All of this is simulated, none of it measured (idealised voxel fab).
Process module, titled voxel wiring stack
Square cells of 5 nm make up the cross-section cut, whose width is 270 nm.
A cross-section in this document is a grid of square cells, and it is written down as bands, the top band listed before the ones below it; a band is made up of one or more rows of cells.
For a band, the entry starts with two heights in nm, that of the top and then that of the bottom, and carries on with the band's materials in order from left to right, each alongside its width in nm; the word "throughout" beside a single material means it fills the band edge to edge, and "empty" means empty space.
Height 0 is the level under which the wafer as received is all one material. The lowest band goes on downwards, as in "top 0, no bottom".
With a width like "30 to 40", each row of cells in the band differs from the next by the same amount, the top row carrying the first number and the bottom row the second.
Step note "no alteration" = no cross-section cell changed.
The entry "Cavities, sealed" lists the empty spaces that cover at least 8 cells and have no open path to the top. Each is written as width x height at distance, where the distance is measured from the left edge and all three values are in nm.
Step line, after settings: the simulator's comment on this step.
overlay nm: how far to the right of its planned place the mask lay on this masked step (negative: to the left).
## plan
1: RECEIVE,material Si
2: CONFORMAL_DEP,material SiO2,thk nm 15
3: CONFORMAL_DEP,material SiCN,thk nm 5
4: DIRECTIONAL_DEP,material SiO2,thk nm 15
5: PATTERN,tone open,mask id METAL_1,material resist,width nm 20,pitch nm 45,thk nm 15,overlay nm 0
6: DIRECTIONAL_ETCH,etch materials SiO2,depth nm 15
7: DIRECTIONAL_ETCH,etch materials SiCN,depth nm 5
8: STRIP,etch materials resist
9: CONFORMAL_DEP,material TiN,thk nm 5
10: FILL_DEP,material Cu,thk nm 10
11: CMP,height nm 35
12: CONFORMAL_DEP,material SiCN,thk nm 5
13: DIRECTIONAL_DEP,material SiO2,thk nm 35
14: PATTERN,tone open,mask id METAL_2_HOLES,material resist,width nm 15,pitch nm 90,thk nm 15,overlay nm 0
15: DIRECTIONAL_ETCH,etch materials SiO2,depth nm 35
16: STRIP,etch materials resist
17: PATTERN,tone open,mask id METAL_2,material resist,width nm 20,pitch nm 45,thk nm 15,overlay nm 0
18: DIRECTIONAL_ETCH,etch materials SiO2,depth nm 20
19: DIRECTIONAL_ETCH,etch materials SiCN,depth nm 5
20: STRIP,etch materials resist
21: CONFORMAL_DEP,material TiN,thk nm 5
22: FILL_DEP,material Cu,thk nm 5
23: CMP,height nm 75
24: CONFORMAL_DEP,material SiCN,thk nm 5
## Here's what the wafer looked like in cross-section when it arrived - that's after step 1
  top 0, no bottom | Si throughout
  Cavities, sealed: none
## First of two wafers: cross-section at end of module, run per plan
  top 80, bottom 75 | SiCN throughout
  top 75, bottom 60 | SiO2: 80 / TiN: 5 / Cu: 10 / TiN: 5 / SiO2: 25 / TiN: 5 / Cu: 10 / TiN: 5 / SiO2: 25 / TiN: 5 / Cu: 10 / TiN: 5 / SiO2: 80
  top 60, bottom 55 | SiO2: 80 / TiN: 5 / Cu: 5 / TiN: 10 / SiO2: 25 / TiN: 20 / SiO2: 25 / TiN: 5 / Cu: 5 / TiN: 10 / SiO2: 80
  top 55, bottom 40 | SiO2: 80 / TiN: 5 / Cu: 5 / TiN: 5 / SiO2: 75 / TiN: 5 / Cu: 5 / TiN: 5 / SiO2: 85
  top 40, bottom 35 | SiCN: 80 / TiN: 15 / SiCN: 75 / TiN: 15 / SiCN: 85
  top 35, bottom 20 | SiO2: 80 / TiN: 5 / Cu: 10 / TiN: 5 / SiO2: 25 / TiN: 5 / Cu: 10 / TiN: 5 / SiO2: 25 / TiN: 5 / Cu: 10 / TiN: 5 / SiO2: 80
  top 20, bottom 15 | SiCN: 80 / TiN: 20 / SiCN: 25 / TiN: 20 / SiCN: 25 / TiN: 20 / SiCN: 80
  top 15, bottom 0 | SiO2 throughout
  top 0, no bottom | Si throughout
  Cavities, sealed: none
## Wafer two, sectioned after the module: the first wafer's start, the first wafer's plan, and one mistake in how it was run
  top 80, bottom 75 | SiCN throughout
  top 75, bottom 60 | SiO2: 80 / TiN: 5 / Cu: 15 / TiN: 5 / SiO2: 25 / TiN: 5 / Cu: 10 / TiN: 5 / SiO2: 20 / TiN: 5 / Cu: 15 / TiN: 5 / SiO2: 75
  top 60, bottom 55 | SiO2: 80 / TiN: 5 / Cu: 5 / TiN: 15 / SiO2: 25 / TiN: 20 / SiO2: 20 / TiN: 5 / Cu: 5 / TiN: 15 / SiO2: 75
  top 55, bottom 45 | SiO2: 80 / TiN: 5 / Cu: 5 / TiN: 5 / SiO2: 75 / TiN: 5 / Cu: 5 / TiN: 5 / SiO2: 85
  top 45, bottom 40 | SiO2: 80 / TiN: 15 / SiO2: 75 / TiN: 15 / SiO2: 85
  top 40, bottom 35 | SiCN: 85 / TiN: 10 / SiCN: 80 / TiN: 10 / SiCN: 85
  top 35, bottom 20 | SiO2: 80 / TiN: 5 / Cu: 10 / TiN: 5 / SiO2: 25 / TiN: 5 / Cu: 10 / TiN: 5 / SiO2: 25 / TiN: 5 / Cu: 10 / TiN: 5 / SiO2: 80
  top 20, bottom 15 | SiCN: 80 / TiN: 20 / SiCN: 25 / TiN: 20 / SiCN: 25 / TiN: 20 / SiCN: 80
  top 15, bottom 0 | SiO2 throughout
  top 0, no bottom | Si throughout
  Cavities, sealed: none
What was the processing mistake? contrary to plan, step 17 was performed as PATTERN,tone open,mask id METAL_2,material resist,width nm 20,pitch nm 45,thk nm 15,overlay nm 5
FYI, end of process, the second wafer has more or fewer cells of some materials than the first: 4 more of Cu | 2 more of SiCN | 8 fewer of SiO2 | 2 more of TiN
